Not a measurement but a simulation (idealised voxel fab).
process module | voxel capacitor over wiring
cross-section cut | 190 nm wide | cells 5 nm
A cross-section is a grid of square cells, given in bands from the top down. A band is one or more rows of cells.
Each band's line starts with the height of the band's top and of its bottom, in nm. Then come its materials from left to right, each with its width in nm. One material with "throughout" fills the band from edge to edge. "air" is empty space.
Height 0 is the level under which the wafer as received is all one material. The lowest band goes on downwards, as in "0 down".
A width such as "30 to 40" changes by the same amount from each row of cells to the next, from the band's top row to its bottom row.
"no change" after a step means that no cell of the cross-section changed.
closed voids: empty space of 8 cells or more with no open way to the top, each as width x height at its distance from the left edge, in nm
after a step's settings: what the simulator itself notes on the step
overlay nm, on a step with a mask: how far to the right of its planned place the mask lay; to the left if negative
plan
1 op RECEIVE | material Si
2 op CONFORMAL_DEP | material SiO2 | thk nm 15
3 op DIRECTIONAL_DEP | material TiN | thk nm 5
4 op DIRECTIONAL_DEP | material Ru | thk nm 20
5 op DIRECTIONAL_DEP | material aC | thk nm 10
6 op PATTERN | tone cover | mask id METAL_1 | material resist | width nm 20 | pitch nm 70 | thk nm 25 | overlay nm 0
7 op DIRECTIONAL_ETCH | etch materials aC | depth nm 10
8 op STRIP | etch materials resist
9 op DIRECTIONAL_ETCH | etch materials Ru | depth nm 20
10 op DIRECTIONAL_ETCH | etch materials TiN | depth nm 5
11 op STRIP | etch materials aC
12 op CONFORMAL_DEP | material SiN | thk nm 5
13 op FILL_DEP | material SiO2 | thk nm 10
14 op CMP | height nm 40
15 op CONFORMAL_DEP | material SiCN | thk nm 5
16 op DIRECTIONAL_DEP | material lowk | thk nm 10
17 op MASKED_ETCH | tone open | mask id PLUG_1 | width nm 15 | etch materials lowk | depth nm 10 | overlay nm 0
18 op MASKED_ETCH | tone open | mask id PLUG_1 | width nm 15 | etch materials SiCN | depth nm 5 | overlay nm 0
19 op EPI | material Ru | thk nm 10
20 op EPI | material Ru | thk nm 5
21 op DIRECTIONAL_DEP | material TiN | thk nm 5
22 op DIRECTIONAL_DEP | material HfO2 | thk nm 5
23 op DIRECTIONAL_DEP | material TiN | thk nm 5
24 op DIRECTIONAL_DEP | material aC | thk nm 10
25 op PATTERN | tone cover | mask id UPPER_PLATE | material resist | width nm 55 | thk nm 30 | overlay nm 0
26 op DIRECTIONAL_ETCH | etch materials aC | depth nm 10
27 op STRIP | etch materials resist
28 op DIRECTIONAL_ETCH | etch materials TiN | depth nm 5
29 op DIRECTIONAL_ETCH | etch materials HfO2 | depth nm 5
30 op STRIP | etch materials aC
31 op MASKED_ETCH | tone cover | mask id LOWER_PLATE | width nm 65 | etch materials TiN | depth nm 5 | overlay nm 0
32 op FILL_DEP | material SiO2 | thk nm 15
33 op CMP | height nm 80
34 op PATTERN | tone open | mask id PLUG_2 | material resist | width nm 15 | thk nm 15 | overlay nm 0
35 op DIRECTIONAL_ETCH | etch materials SiO2 | depth nm 10
36 op STRIP | etch materials resist
37 op CONFORMAL_DEP | material TiN | thk nm 5
38 op FILL_DEP | material Cu | thk nm 5
39 op CMP | height nm 80
40 op CONFORMAL_DEP | material SiN | thk nm 5
as received, after step 1
  0 down: Si throughout
  closed voids: none
a wafer at the end: this start, this plan, one mistake
  85 to 80: SiN throughout
  80 to 75: SiO2 65 | TiN 5 | Cu 5 | TiN 5 | SiO2 110
  75 to 65: SiO2 65 to 60 | TiN 15 to 50 | SiO2 110 to 80
  65 to 60: SiO2 55 | HfO2 55 | SiO2 80
  60 to 55: SiO2 55 | TiN 70 | SiO2 65
  55 to 45: lowk 55 | Ru 15 | lowk 120
  45 to 40: SiCN 55 | Ru 15 | SiCN 120
  40 to 20: SiO2 45 | SiN 5 | Ru 20 | SiN 5 | SiO2 40 | SiN 5 | Ru 20 | SiN 5 | SiO2 45
  20 to 15: SiN 50 | TiN 20 | SiN 50 | TiN 20 | SiN 50
  15 to 0: SiO2 throughout
  0 down: Si throughout
  closed voids: none
what went wrong: step 31 ran as: op MASKED_ETCH | tone cover | mask id LOWER_PLATE | width nm 65 | etch materials TiN | depth nm 5 | overlay nm 10
